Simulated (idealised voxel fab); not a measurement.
A process module follows: voxel capacitor over wiring.
The cross-section shown here is cut; it is 220 nm wide and divided into square cells measuring 5 nm on a side.
A cross-section is written here as square cells arranged in a grid, and it is given in bands from the top down, each band taking up one or more rows of cells. This entry defines a band. It first specifies the height of the band's top and the height of its bottom in nm, and then specifies the band's materials from left to right, stating each material with its width in nm. The word "everywhere" identifies a single material that fills the band from edge to edge, while the word "air" identifies empty space. Height datum 0, below which the as-received substrate wafer is one material. Lowest band open at the bottom, running downward: "0 -> down". When a width is written as two numbers, as in "30->40", the first number is the width in the top row of cells of the band and the second is the width in its bottom row, and the width changes by the same amount from each row to the next. Key: "no alterations made" - step with no changed cell in the cross-section. The entry titled "Sealed void list" provides the empty spaces that have no open way to the top, restricted to those of 8 cells or more. Each is presented as width x height at distance, the distance being measured from the left edge, with all three in nm. What comes after the settings on a step's line is commentary from the simulator itself on that step. "overlay nm" denotes, for a step that has a mask, the displacement of the mask to the right of its planned place, with negative values corresponding to the left.
These are the steps we planned for the process
- 1: RECEIVE, material Si
- 2: CONFORMAL_DEP, material SiO2, thk nm 10
- 3: CONFORMAL_DEP, material SiN, thk nm 5
- 4: DIRECTIONAL_DEP, material SiO2, thk nm 15
- 5: PATTERN, tone open, mask id METAL_1, material resist, width nm 20, pitch nm 90, thk nm 20, overlay nm 0
- 6: DIRECTIONAL_ETCH, etch materials SiO2, depth nm 15
- 7: DIRECTIONAL_ETCH, etch materials SiN, depth nm 5
- 8: STRIP, etch materials resist
- 9: CONFORMAL_DEP, material TiN, thk nm 5
- 10: FILL_DEP, material Ru, thk nm 5
- 11: CMP, height nm 30
- 12: EPI, material Ru, thk nm 5
- 13: FILL_DEP, material SiCN, thk nm 5
- 14: DIRECTIONAL_DEP, material lowk, thk nm 20
- 15: MASKED_ETCH, tone open, mask id PLUG_1, width nm 15, etch materials lowk, depth nm 20, overlay nm 0
- 16: MASKED_ETCH, tone open, mask id PLUG_1, width nm 15, etch materials SiCN, depth nm 5, overlay nm 0
- 17: CONFORMAL_DEP, material TiN, thk nm 5
- 18: FILL_DEP, material Cu, thk nm 10
- 19: CMP, height nm 60
- 20: DIRECTIONAL_DEP, material TiN, thk nm 10
- 21: DIRECTIONAL_DEP, material SiN, thk nm 5
- 22: DIRECTIONAL_DEP, material TiN, thk nm 5
- 23: PATTERN, tone cover, mask id UPPER_PLATE, material resist, width nm 75, thk nm 15, overlay nm 0
- 24: DIRECTIONAL_ETCH, etch materials TiN, depth nm 5
- 25: DIRECTIONAL_ETCH, etch materials SiN, depth nm 5
- 26: STRIP, etch materials resist
- 27: DIRECTIONAL_DEP, material aC, thk nm 10
- 28: PATTERN, tone cover, mask id LOWER_PLATE, material resist, width nm 85, thk nm 25, overlay nm 0
- 29: DIRECTIONAL_ETCH, etch materials aC, depth nm 10
- 30: STRIP, etch materials resist
- 31: DIRECTIONAL_ETCH, etch materials TiN, depth nm 10
- 32: STRIP, etch materials aC
- 33: FILL_DEP, material SiO2, thk nm 20
- 34: CMP, height nm 95
- 35: PATTERN, tone open, mask id PLUG_2, material resist, width nm 15, thk nm 15, overlay nm 0
- 36: DIRECTIONAL_ETCH, etch materials SiO2, depth nm 15
- 37: STRIP, etch materials resist
- 38: CONFORMAL_DEP, material TiN, thk nm 5
- 39: FILL_DEP, material Cu, thk nm 10
- 40: CMP, height nm 95
- 41: CONFORMAL_DEP, material SiN, thk nm 5
Shown in cross-section is the wafer as received, that is, as it stands after step 1
> 0 -> down = Si everywhere
> Sealed void list: none
End state of the module in cross-section, given the above starting point and plan and one mistake in execution
> 100 -> 95 = SiN everywhere
> 95 -> 85 = 70 SiO2, then 5 TiN, then 5 Cu, then 5 TiN, then 135 SiO2
> 85 -> 75 = 70->60 SiO2, then 15->75 TiN, then 135->85 SiO2
> 75 -> 70 = 60 SiO2, then 75 SiN, then 85 SiO2
> 70 -> 60 = 55 SiO2, then 85 TiN, then 80 SiO2
> 60 -> 40 = 60 lowk, then 5 TiN, then 5 Cu, then 5 TiN, then 145 lowk
> 40 -> 35 = 60 SiCN, then 15 TiN, then 145 SiCN
> 35 -> 30 = 60 SiCN, then 30 Ru, then 60 SiCN, then 30 Ru, then 40 SiCN
> 30 -> 15 = 65 SiO2, then 5 TiN, then 10 Ru, then 5 TiN, then 70 SiO2, then 5 TiN, then 10 Ru, then 5 TiN, then 45 SiO2
> 15 -> 10 = 65 SiN, then 20 TiN, then 70 SiN, then 20 TiN, then 45 SiN
> 10 -> 0 = SiO2 everywhere
> 0 -> down = Si everywhere
> Sealed void list: none
Want to know what went wrong? off-plan run, step 5, actual operation and settings PATTERN, tone open, mask id METAL_1, material resist, width nm 20, pitch nm 90, thk nm 20, overlay nm 10
